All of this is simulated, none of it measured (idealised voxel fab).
The process module presented herein is designated voxel wiring stack.
Cross-section cut: width 205 nm, square cells of 5 nm.
A cross-section is written here as square cells arranged in a grid, and it is given in bands from the top down, each band taking up one or more rows of cells. This entry defines a band. It first specifies the height of the band's top and the height of its bottom in nm, and then specifies the band's materials from left to right, stating each material with its width in nm. The word "everywhere" identifies a single material that fills the band from edge to edge, while the word "blank" identifies empty space. Height reference: 0 = level under which incoming wafer is all one material. Lowest band: no bottom, runs on downward, e.g. "0 -> down". Note: "30->40" means the width goes from the first number (top row of the band) to the second number (bottom row) in equal steps per row of cells. Where a step carries "no modification", the cross-section came out of it unchanged, cell for cell. In "Fully closed voids" the enclosed voids are listed, meaning empty spaces of 8 cells or larger without any opening to the top. The form is width x height at distance, distance from the left edge, units nm. Past the settings on a step's line: simulator remark, on that step. overlay nm: step with mask; distance mask lay right of planned place; negative value = left of planned place.

List of planned process steps
1) RECEIVE | material Si
2) CONFORMAL_DEP | material SiO2 | thk nm 10
3) DIRECTIONAL_DEP | material TiN | thk nm 5
4) DIRECTIONAL_DEP | material W | thk nm 25
5) DIRECTIONAL_DEP | material aC | thk nm 15
6) PATTERN | tone cover | mask id METAL_1 | material resist | width nm 20 | pitch nm 40 | thk nm 35 | overlay nm 0
7) DIRECTIONAL_ETCH | etch materials aC | depth nm 15
8) STRIP | etch materials resist
9) DIRECTIONAL_ETCH | etch materials W | depth nm 25
10) DIRECTIONAL_ETCH | etch materials TiN | depth nm 5
11) STRIP | etch materials aC
12) FILL_DEP | material SiO2 | thk nm 5
13) CMP | height nm 40
14) CONFORMAL_DEP | material SiCN | thk nm 5
15) DIRECTIONAL_DEP | material SiO2 | thk nm 30
16) MASKED_ETCH | tone open | mask id METAL_2_HOLES | width nm 15 | pitch nm 40 | etch materials SiO2 | depth nm 30 | overlay nm 0
17) MASKED_ETCH | tone open | mask id METAL_2 | width nm 20 | pitch nm 40 | etch materials SiO2 | depth nm 20 | overlay nm 0
18) MASKED_ETCH | tone open | mask id METAL_2 | width nm 20 | pitch nm 40 | etch materials SiCN | depth nm 5 | overlay nm 0
19) CONFORMAL_DEP | material TiN | thk nm 5
20) FILL_DEP | material Ru | thk nm 5
21) CMP | height nm 75
22) CONFORMAL_DEP | material SiCN | thk nm 5
23) DIRECTIONAL_DEP | material SiO2 | thk nm 20
24) MASKED_ETCH | tone open | mask id PLUG_2 | width nm 15 | pitch nm 80 | etch materials SiO2 | depth nm 20 | overlay nm 0
25) MASKED_ETCH | tone open | mask id PLUG_2 | width nm 15 | pitch nm 80 | etch materials SiCN | depth nm 5 | overlay nm 0
26) CONFORMAL_DEP | material TiN | thk nm 5
27) FILL_DEP | material W | thk nm 10
28) CMP | height nm 100
29) CONFORMAL_DEP | material SiN | thk nm 5
30) DIRECTIONAL_DEP | material lowk | thk nm 20
31) MASKED_ETCH | tone open | mask id METAL_3 | width nm 20 | pitch nm 40 | etch materials lowk | depth nm 20 | overlay nm 0
32) MASKED_ETCH | tone open | mask id METAL_3 | width nm 20 | pitch nm 40 | etch materials SiN | depth nm 5 | overlay nm 0
33) CONFORMAL_DEP | material TiN | thk nm 5
34) FILL_DEP | material Cu | thk nm 5
35) CMP | height nm 125
36) CONFORMAL_DEP | material SiCN | thk nm 5

First of two wafers - as planned

Here's what the wafer looked like in cross-section when it arrived - that's after step 1
- 0 -> down: Si everywhere
- Fully closed voids: none

Cross-sectional representation of the wafer at the conclusion of step 2
- 10 -> 0: SiO2 everywhere
- Anything lower than 0 is untouched.

Cross-sectional representation of the wafer at the conclusion of step 3
- 15 -> 10: TiN everywhere
- Anything lower than 10 is untouched.

Cross-sectional representation of the wafer at the conclusion of step 4
- 40 -> 15: W everywhere
- Anything lower than 15 is untouched.

Cross-sectional representation of the wafer at the conclusion of step 5
- 55 -> 40: aC everywhere
- Anything lower than 40 is untouched.

Cross-sectional representation of the wafer at the conclusion of step 6
- 90 -> 55: blank (30) | resist (20) | blank (20) | resist (20) | blank (20) | resist (20) | blank (20) | resist (20) | blank (35)
- Anything lower than 55 is untouched.

Cross-sectional representation of the wafer at the conclusion of step 7
- 75 -> 55: blank (30) | resist (20) | blank (20) | resist (20) | blank (20) | resist (20) | blank (20) | resist (20) | blank (35)
- 55 -> 40: blank (30) | aC (20) | blank (20) | aC (20) | blank (20) | aC (20) | blank (20) | aC (20) | blank (35)
- Anything lower than 40 is untouched.

Cross-sectional representation of the wafer at the conclusion of step 8
- 55 -> 40: blank (30) | aC (20) | blank (20) | aC (20) | blank (20) | aC (20) | blank (20) | aC (20) | blank (35)
- Anything lower than 40 is untouched.

Cross-sectional representation of the wafer at the conclusion of step 9
- 55 -> 40: blank (30) | aC (20) | blank (20) | aC (20) | blank (20) | aC (20) | blank (20) | aC (20) | blank (35)
- 40 -> 15: blank (30) | W (20) | blank (20) | W (20) | blank (20) | W (20) | blank (20) | W (20) | blank (35)
- Anything lower than 15 is untouched.

Cross-sectional representation of the wafer at the conclusion of step 10
- 55 -> 40: blank (30) | aC (20) | blank (20) | aC (20) | blank (20) | aC (20) | blank (20) | aC (20) | blank (35)
- 40 -> 15: blank (30) | W (20) | blank (20) | W (20) | blank (20) | W (20) | blank (20) | W (20) | blank (35)
- 15 -> 10: blank (30) | TiN (20) | blank (20) | TiN (20) | blank (20) | TiN (20) | blank (20) | TiN (20) | blank (35)
- Anything lower than 10 is untouched.

Cross-sectional representation of the wafer at the conclusion of step 11
- 40 -> 15: blank (30) | W (20) | blank (20) | W (20) | blank (20) | W (20) | blank (20) | W (20) | blank (35)
- Anything lower than 15 is untouched.

Cross-sectional representation of the wafer at the conclusion of step 12
- 45 -> 40: SiO2 everywhere
- 40 -> 15: SiO2 (30) | W (20) | SiO2 (20) | W (20) | SiO2 (20) | W (20) | SiO2 (20) | W (20) | SiO2 (35)
- 15 -> 10: SiO2 (30) | TiN (20) | SiO2 (20) | TiN (20) | SiO2 (20) | TiN (20) | SiO2 (20) | TiN (20) | SiO2 (35)
- Anything lower than 10 is untouched.

Cross-sectional representation of the wafer at the conclusion of step 13
- 40 -> 15: SiO2 (30) | W (20) | SiO2 (20) | W (20) | SiO2 (20) | W (20) | SiO2 (20) | W (20) | SiO2 (35)
- Anything lower than 15 is untouched.

Cross-sectional representation of the wafer at the conclusion of step 14
- 45 -> 40: SiCN everywhere
- Anything lower than 40 is untouched.

Cross-sectional representation of the wafer at the conclusion of step 15
- 75 -> 45: SiO2 everywhere
- Anything lower than 45 is untouched.

Cross-sectional representation of the wafer at the conclusion of step 16
- 75 -> 45: SiO2 (30) | blank (15) | SiO2 (25) | blank (15) | SiO2 (25) | blank (15) | SiO2 (25) | blank (15) | SiO2 (40)
- Anything lower than 45 is untouched.

Cross-sectional representation of the wafer at the conclusion of step 17
- 75 -> 55: SiO2 (30) | blank (20) | SiO2 (20) | blank (20) | SiO2 (20) | blank (20) | SiO2 (20) | blank (20) | SiO2 (35)
- Anything lower than 55 is untouched.

Cross-sectional representation of the wafer at the conclusion of step 18
- 75 -> 55: SiO2 (30) | blank (20) | SiO2 (20) | blank (20) | SiO2 (20) | blank (20) | SiO2 (20) | blank (20) | SiO2 (35)
- 55 -> 45: SiO2 (30) | blank (15) | SiO2 (25) | blank (15) | SiO2 (25) | blank (15) | SiO2 (25) | blank (15) | SiO2 (40)
- 45 -> 40: SiCN (30) | blank (15) | SiCN (25) | blank (15) | SiCN (25) | blank (15) | SiCN (25) | blank (15) | SiCN (40)
- Anything lower than 40 is untouched.

Cross-sectional representation of the wafer at the conclusion of step 19
- 80 -> 75: TiN (35) | blank (10) | TiN (30) | blank (10) | TiN (30) | blank (10) | TiN (30) | blank (10) | TiN (40)
- 75 -> 60: SiO2 (30) | TiN (5) | blank (10) | TiN (5) | SiO2 (20) | TiN (5) | blank (10) | TiN (5) | SiO2 (20) | TiN (5) | blank (10) | TiN (5) | SiO2 (20) | TiN (5) | blank (10) | TiN (5) | SiO2 (35)
- 60 -> 55: SiO2 (30) | TiN (5) | blank (5) | TiN (10) | SiO2 (20) | TiN (5) | blank (5) | TiN (10) | SiO2 (20) | TiN (5) | blank (5) | TiN (10) | SiO2 (20) | TiN (5) | blank (5) | TiN (10) | SiO2 (35)
- 55 -> 45: SiO2 (30) | TiN (5) | blank (5) | TiN (5) | SiO2 (25) | TiN (5) | blank (5) | TiN (5) | SiO2 (25) | TiN (5) | blank (5) | TiN (5) | SiO2 (25) | TiN (5) | blank (5) | TiN (5) | SiO2 (40)
- 45 -> 40: SiCN (30) | TiN (15) | SiCN (25) | TiN (15) | SiCN (25) | TiN (15) | SiCN (25) | TiN (15) | SiCN (40)
- Anything lower than 40 is untouched.

Cross-sectional representation of the wafer at the conclusion of step 20
- 85 -> 80: Ru everywhere
- 80 -> 75: TiN (35) | Ru (10) | TiN (30) | Ru (10) | TiN (30) | Ru (10) | TiN (30) | Ru (10) | TiN (40)
- 75 -> 60: SiO2 (30) | TiN (5) | Ru (10) | TiN (5) | SiO2 (20) | TiN (5) | Ru (10) | TiN (5) | SiO2 (20) | TiN (5) | Ru (10) | TiN (5) | SiO2 (20) | TiN (5) | Ru (10) | TiN (5) | SiO2 (35)
- 60 -> 55: SiO2 (30) | TiN (5) | Ru (5) | TiN (10) | SiO2 (20) | TiN (5) | Ru (5) | TiN (10) | SiO2 (20) | TiN (5) | Ru (5) | TiN (10) | SiO2 (20) | TiN (5) | Ru (5) | TiN (10) | SiO2 (35)
- 55 -> 45: SiO2 (30) | TiN (5) | Ru (5) | TiN (5) | SiO2 (25) | TiN (5) | Ru (5) | TiN (5) | SiO2 (25) | TiN (5) | Ru (5) | TiN (5) | SiO2 (25) | TiN (5) | Ru (5) | TiN (5) | SiO2 (40)
- Anything lower than 45 is untouched.

Cross-sectional representation of the wafer at the conclusion of step 21
- 75 -> 60: SiO2 (30) | TiN (5) | Ru (10) | TiN (5) | SiO2 (20) | TiN (5) | Ru (10) | TiN (5) | SiO2 (20) | TiN (5) | Ru (10) | TiN (5) | SiO2 (20) | TiN (5) | Ru (10) | TiN (5) | SiO2 (35)
- Anything lower than 60 is untouched.

Cross-sectional representation of the wafer at the conclusion of step 22
- 80 -> 75: SiCN everywhere
- Anything lower than 75 is untouched.

Cross-sectional representation of the wafer at the conclusion of step 23
- 100 -> 80: SiO2 everywhere
- Anything lower than 80 is untouched.

Cross-sectional representation of the wafer at the conclusion of step 24
- 100 -> 80: SiO2 (30) | blank (15) | SiO2 (65) | blank (15) | SiO2 (80)
- Anything lower than 80 is untouched.

Cross-sectional representation of the wafer at the conclusion of step 25
- 100 -> 80: SiO2 (30) | blank (15) | SiO2 (65) | blank (15) | SiO2 (80)
- 80 -> 75: SiCN (30) | blank (15) | SiCN (65) | blank (15) | SiCN (80)
- Anything lower than 75 is untouched.

Cross-sectional representation of the wafer at the conclusion of step 26
- 105 -> 100: TiN (35) | blank (5) | TiN (75) | blank (5) | TiN (85)
- 100 -> 80: SiO2 (30) | TiN (5) | blank (5) | TiN (5) | SiO2 (65) | TiN (5) | blank (5) | TiN (5) | SiO2 (80)
- 80 -> 75: SiCN (30) | TiN (15) | SiCN (65) | TiN (15) | SiCN (80)
- Anything lower than 75 is untouched.

Cross-sectional representation of the wafer at the conclusion of step 27
- 115 -> 105: W everywhere
- 105 -> 100: TiN (35) | W (5) | TiN (75) | W (5) | TiN (85)
- 100 -> 80: SiO2 (30) | TiN (5) | W (5) | TiN (5) | SiO2 (65) | TiN (5) | W (5) | TiN (5) | SiO2 (80)
- Anything lower than 80 is untouched.

Cross-sectional representation of the wafer at the conclusion of step 28
- 100 -> 80: SiO2 (30) | TiN (5) | W (5) | TiN (5) | SiO2 (65) | TiN (5) | W (5) | TiN (5) | SiO2 (80)
- Anything lower than 80 is untouched.

Cross-sectional representation of the wafer at the conclusion of step 29
- 105 -> 100: SiN everywhere
- Anything lower than 100 is untouched.

Cross-sectional representation of the wafer at the conclusion of step 30
- 125 -> 105: lowk everywhere
- Anything lower than 105 is untouched.

Cross-sectional representation of the wafer at the conclusion of step 31
- 125 -> 105: lowk (30) | blank (20) | lowk (20) | blank (20) | lowk (20) | blank (20) | lowk (20) | blank (20) | lowk (35)
- Anything lower than 105 is untouched.

Cross-sectional representation of the wafer at the conclusion of step 32
- 125 -> 105: lowk (30) | blank (20) | lowk (20) | blank (20) | lowk (20) | blank (20) | lowk (20) | blank (20) | lowk (35)
- 105 -> 100: SiN (30) | blank (20) | SiN (20) | blank (20) | SiN (20) | blank (20) | SiN (20) | blank (20) | SiN (35)
- Anything lower than 100 is untouched.

Cross-sectional representation of the wafer at the conclusion of step 33
- 130 -> 125: TiN (35) | blank (10) | TiN (30) | blank (10) | TiN (30) | blank (10) | TiN (30) | blank (10) | TiN (40)
- 125 -> 105: lowk (30) | TiN (5) | blank (10) | TiN (5) | lowk (20) | TiN (5) | blank (10) | TiN (5) | lowk (20) | TiN (5) | blank (10) | TiN (5) | lowk (20) | TiN (5) | blank (10) | TiN (5) | lowk (35)
- 105 -> 100: SiN (30) | TiN (20) | SiN (20) | TiN (20) | SiN (20) | TiN (20) | SiN (20) | TiN (20) | SiN (35)
- Anything lower than 100 is untouched.

Cross-sectional representation of the wafer at the conclusion of step 34
- 135 -> 130: Cu everywhere
- 130 -> 125: TiN (35) | Cu (10) | TiN (30) | Cu (10) | TiN (30) | Cu (10) | TiN (30) | Cu (10) | TiN (40)
- 125 -> 105: lowk (30) | TiN (5) | Cu (10) | TiN (5) | lowk (20) | TiN (5) | Cu (10) | TiN (5) | lowk (20) | TiN (5) | Cu (10) | TiN (5) | lowk (20) | TiN (5) | Cu (10) | TiN (5) | lowk (35)
- Anything lower than 105 is untouched.

Cross-sectional representation of the wafer at the conclusion of step 35
- 125 -> 105: lowk (30) | TiN (5) | Cu (10) | TiN (5) | lowk (20) | TiN (5) | Cu (10) | TiN (5) | lowk (20) | TiN (5) | Cu (10) | TiN (5) | lowk (20) | TiN (5) | Cu (10) | TiN (5) | lowk (35)
- Anything lower than 105 is untouched.

Cross-sectional representation of the wafer at the conclusion of step 36
- 130 -> 125: SiCN everywhere
- Anything lower than 125 is untouched.

The Second Wafer: Common Origin and Plan, One Mistake in Execution, Identical to the First Through Step 14

What the second wafer looks like in cross-section when step 15 should have wrapped up
- 105 -> 45: SiO2 everywhere
- Anything lower than 45 is untouched.

What the second wafer looks like in cross-section when step 16 should have wrapped up
- 105 -> 75: SiO2 (30) | blank (15) | SiO2 (25) | blank (15) | SiO2 (25) | blank (15) | SiO2 (25) | blank (15) | SiO2 (40)
- Anything lower than 75 is untouched.

What the second wafer looks like in cross-section when step 17 should have wrapped up
- 105 -> 85: SiO2 (30) | blank (20) | SiO2 (20) | blank (20) | SiO2 (20) | blank (20) | SiO2 (20) | blank (20) | SiO2 (35)
- 85 -> 55: SiO2 (30) | blank (15) | SiO2 (25) | blank (15) | SiO2 (25) | blank (15) | SiO2 (25) | blank (15) | SiO2 (40)
- Anything lower than 55 is untouched.

What the second wafer looks like in cross-section when step 18 should have wrapped up: no modification

What the second wafer looks like in cross-section when step 19 should have wrapped up
- 110 -> 105: TiN (35) | blank (10) | TiN (30) | blank (10) | TiN (30) | blank (10) | TiN (30) | blank (10) | TiN (40)
- 105 -> 90: SiO2 (30) | TiN (5) | blank (10) | TiN (5) | SiO2 (20) | TiN (5) | blank (10) | TiN (5) | SiO2 (20) | TiN (5) | blank (10) | TiN (5) | SiO2 (20) | TiN (5) | blank (10) | TiN (5) | SiO2 (35)
- 90 -> 85: SiO2 (30) | TiN (5) | blank (5) | TiN (10) | SiO2 (20) | TiN (5) | blank (5) | TiN (10) | SiO2 (20) | TiN (5) | blank (5) | TiN (10) | SiO2 (20) | TiN (5) | blank (5) | TiN (10) | SiO2 (35)
- 85 -> 60: SiO2 (30) | TiN (5) | blank (5) | TiN (5) | SiO2 (25) | TiN (5) | blank (5) | TiN (5) | SiO2 (25) | TiN (5) | blank (5) | TiN (5) | SiO2 (25) | TiN (5) | blank (5) | TiN (5) | SiO2 (40)
- 60 -> 55: SiO2 (30) | TiN (15) | SiO2 (25) | TiN (15) | SiO2 (25) | TiN (15) | SiO2 (25) | TiN (15) | SiO2 (40)
- Anything lower than 55 is untouched.

What the second wafer looks like in cross-section when step 20 should have wrapped up
- 115 -> 110: Ru everywhere
- 110 -> 105: TiN (35) | Ru (10) | TiN (30) | Ru (10) | TiN (30) | Ru (10) | TiN (30) | Ru (10) | TiN (40)
- 105 -> 90: SiO2 (30) | TiN (5) | Ru (10) | TiN (5) | SiO2 (20) | TiN (5) | Ru (10) | TiN (5) | SiO2 (20) | TiN (5) | Ru (10) | TiN (5) | SiO2 (20) | TiN (5) | Ru (10) | TiN (5) | SiO2 (35)
- 90 -> 85: SiO2 (30) | TiN (5) | Ru (5) | TiN (10) | SiO2 (20) | TiN (5) | Ru (5) | TiN (10) | SiO2 (20) | TiN (5) | Ru (5) | TiN (10) | SiO2 (20) | TiN (5) | Ru (5) | TiN (10) | SiO2 (35)
- 85 -> 60: SiO2 (30) | TiN (5) | Ru (5) | TiN (5) | SiO2 (25) | TiN (5) | Ru (5) | TiN (5) | SiO2 (25) | TiN (5) | Ru (5) | TiN (5) | SiO2 (25) | TiN (5) | Ru (5) | TiN (5) | SiO2 (40)
- Anything lower than 60 is untouched.

What the second wafer looks like in cross-section when step 21 should have wrapped up
- 75 -> 60: SiO2 (30) | TiN (5) | Ru (5) | TiN (5) | SiO2 (25) | TiN (5) | Ru (5) | TiN (5) | SiO2 (25) | TiN (5) | Ru (5) | TiN (5) | SiO2 (25) | TiN (5) | Ru (5) | TiN (5) | SiO2 (40)
- Anything lower than 60 is untouched.

What the second wafer looks like in cross-section when step 22 should have wrapped up
- 80 -> 75: SiCN everywhere
- Anything lower than 75 is untouched.

What the second wafer looks like in cross-section when step 23 should have wrapped up
- 100 -> 80: SiO2 everywhere
- Anything lower than 80 is untouched.

What the second wafer looks like in cross-section when step 24 should have wrapped up
- 100 -> 80: SiO2 (30) | blank (15) | SiO2 (65) | blank (15) | SiO2 (80)
- Anything lower than 80 is untouched.

What the second wafer looks like in cross-section when step 25 should have wrapped up
- 100 -> 80: SiO2 (30) | blank (15) | SiO2 (65) | blank (15) | SiO2 (80)
- 80 -> 75: SiCN (30) | blank (15) | SiCN (65) | blank (15) | SiCN (80)
- Anything lower than 75 is untouched.

What the second wafer looks like in cross-section when step 26 should have wrapped up
- 105 -> 100: TiN (35) | blank (5) | TiN (75) | blank (5) | TiN (85)
- 100 -> 80: SiO2 (30) | TiN (5) | blank (5) | TiN (5) | SiO2 (65) | TiN (5) | blank (5) | TiN (5) | SiO2 (80)
- 80 -> 75: SiCN (30) | TiN (15) | SiCN (65) | TiN (15) | SiCN (80)
- Anything lower than 75 is untouched.

What the second wafer looks like in cross-section when step 27 should have wrapped up
- 115 -> 105: W everywhere
- 105 -> 100: TiN (35) | W (5) | TiN (75) | W (5) | TiN (85)
- 100 -> 80: SiO2 (30) | TiN (5) | W (5) | TiN (5) | SiO2 (65) | TiN (5) | W (5) | TiN (5) | SiO2 (80)
- Anything lower than 80 is untouched.

What the second wafer looks like in cross-section when step 28 should have wrapped up
- 100 -> 80: SiO2 (30) | TiN (5) | W (5) | TiN (5) | SiO2 (65) | TiN (5) | W (5) | TiN (5) | SiO2 (80)
- Anything lower than 80 is untouched.

What the second wafer looks like in cross-section when step 29 should have wrapped up
- 105 -> 100: SiN everywhere
- Anything lower than 100 is untouched.

What the second wafer looks like in cross-section when step 30 should have wrapped up
- 125 -> 105: lowk everywhere
- Anything lower than 105 is untouched.

What the second wafer looks like in cross-section when step 31 should have wrapped up
- 125 -> 105: lowk (30) | blank (20) | lowk (20) | blank (20) | lowk (20) | blank (20) | lowk (20) | blank (20) | lowk (35)
- Anything lower than 105 is untouched.

What the second wafer looks like in cross-section when step 32 should have wrapped up
- 125 -> 105: lowk (30) | blank (20) | lowk (20) | blank (20) | lowk (20) | blank (20) | lowk (20) | blank (20) | lowk (35)
- 105 -> 100: SiN (30) | blank (20) | SiN (20) | blank (20) | SiN (20) | blank (20) | SiN (20) | blank (20) | SiN (35)
- Anything lower than 100 is untouched.

What the second wafer looks like in cross-section when step 33 should have wrapped up
- 130 -> 125: TiN (35) | blank (10) | TiN (30) | blank (10) | TiN (30) | blank (10) | TiN (30) | blank (10) | TiN (40)
- 125 -> 105: lowk (30) | TiN (5) | blank (10) | TiN (5) | lowk (20) | TiN (5) | blank (10) | TiN (5) | lowk (20) | TiN (5) | blank (10) | TiN (5) | lowk (20) | TiN (5) | blank (10) | TiN (5) | lowk (35)
- 105 -> 100: SiN (30) | TiN (20) | SiN (20) | TiN (20) | SiN (20) | TiN (20) | SiN (20) | TiN (20) | SiN (35)
- Anything lower than 100 is untouched.

What the second wafer looks like in cross-section when step 34 should have wrapped up
- 135 -> 130: Cu everywhere
- 130 -> 125: TiN (35) | Cu (10) | TiN (30) | Cu (10) | TiN (30) | Cu (10) | TiN (30) | Cu (10) | TiN (40)
- 125 -> 105: lowk (30) | TiN (5) | Cu (10) | TiN (5) | lowk (20) | TiN (5) | Cu (10) | TiN (5) | lowk (20) | TiN (5) | Cu (10) | TiN (5) | lowk (20) | TiN (5) | Cu (10) | TiN (5) | lowk (35)
- Anything lower than 105 is untouched.

What the second wafer looks like in cross-section when step 35 should have wrapped up
- 125 -> 105: lowk (30) | TiN (5) | Cu (10) | TiN (5) | lowk (20) | TiN (5) | Cu (10) | TiN (5) | lowk (20) | TiN (5) | Cu (10) | TiN (5) | lowk (20) | TiN (5) | Cu (10) | TiN (5) | lowk (35)
- Anything lower than 105 is untouched.

What the second wafer looks like in cross-section when step 36 should have wrapped up
- 130 -> 125: SiCN everywhere
- Anything lower than 125 is untouched.
What went wrong in running the wafer? twice, step 15 of the plan was run
In the final state, the cell counts of the second wafer exceed or fall short of those of the first for the following materials: -24 Ru | +12 SiCN | +40 SiO2 | -28 TiN
